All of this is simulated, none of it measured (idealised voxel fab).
The following process module bears the name voxel self aligned contacts.
Cross-sectional view cut (width: 250 nm; square cell size: 5 nm).
Cross-section spec: square-cell grid; bands listed top down; each band is one or more rows. Top height, bottom height, nm. Materials left to right, width each, nm. Single material + "everywhere" = fills band edge to edge. "empty" = empty. It should be noted that heights are counted from 0, beneath which the wafer as supplied is of one material throughout, and that the lowest band possesses no lower boundary but continues downward, as written in "top 0, no bottom". The expression "30 to 40" gives the width at the extremes of the band, the first number at its top row of cells and the second at its bottom row, with the width changing by equal amounts from each row to the next in between. Reading "left unchanged" for a step: not a cell of the cross-section changed in it. "Non-vented voids" means: voids of 8 cells or more that are shut off from the top with no open way through. Written width x height at distance, distance from the left edge, in nm. Past the settings on a step's line: simulator remark, on that step. overlay nm: for a step with a mask, the amount by which the mask lay right of where it was planned; a negative amount means left of it.

THE PROCESS STEPS THAT WERE PLANNED ARE LISTED BELOW
step 1: RECEIVE (material Si)
step 2: OXIDIZE (depth nm 5)
step 3: DIRECTIONAL_DEP (material polySi; thk nm 20)
step 4: DIRECTIONAL_DEP (material SiN; thk nm 20)
step 5: MASKED_ETCH (tone cover; mask id GATE; width nm 35; pitch nm 60; etch materials SiN; depth nm 20; overlay nm 0)
step 6: MASKED_ETCH (tone cover; mask id GATE; width nm 35; pitch nm 60; etch materials polySi; depth nm 20; overlay nm 0)
step 7: CONFORMAL_DEP (material SiN; thk nm 5)
step 8: DIRECTIONAL_ETCH (etch materials SiN; depth nm 5)
step 9: FILL_DEP (material SiO2; thk nm 20)
step 10: CMP (height nm 50)
step 11: PATTERN (tone open; mask id CONTACT; material resist; width nm 45; thk nm 15; overlay nm 0)
step 12: DIRECTIONAL_ETCH (etch materials SiO2; depth nm 55)
step 13: STRIP (etch materials resist)
step 14: CONFORMAL_DEP (material TiN; thk nm 5)
step 15: FILL_DEP (material Ru; thk nm 5)
step 16: CMP (height nm 50)
step 17: CONFORMAL_DEP (material SiN; thk nm 5)

CROSS-SECTION: WAFER ON ARRIVAL = AFTER STEP 1
> top 0, no bottom = Si everywhere
> Non-vented voids: none

POST-MODULE CROSS-SECTION: IDENTICAL START AND PLAN TO THOSE ABOVE, ONE MISSTEP IN EXECUTION
> top 55, bottom 50 = SiN everywhere
> top 50, bottom 40 = SiO2 95  TiN 5 to 25  Ru 45 to 5  TiN 5 to 25  SiO2 100
> top 40, bottom 20 = SiO2 70  SiN 45  TiN 5  Ru 5  TiN 5  SiN 45  SiO2 75
> top 20, bottom 0 = SiO2 70  SiN 5  polySi 35  SiN 5  TiN 5  Ru 5  TiN 5  SiN 5  polySi 35  SiN 5  SiO2 75
> top 0, bottom -5 = SiO2 115  TiN 15  SiO2 120
> top -5, no bottom = Si everywhere
> Non-vented voids: none
Deviation from plan: step 11 ran with different settings than intended, the actual operation and settings being PATTERN (tone open; mask id CONTACT; material resist; width nm 55; thk nm 15; overlay nm 0)
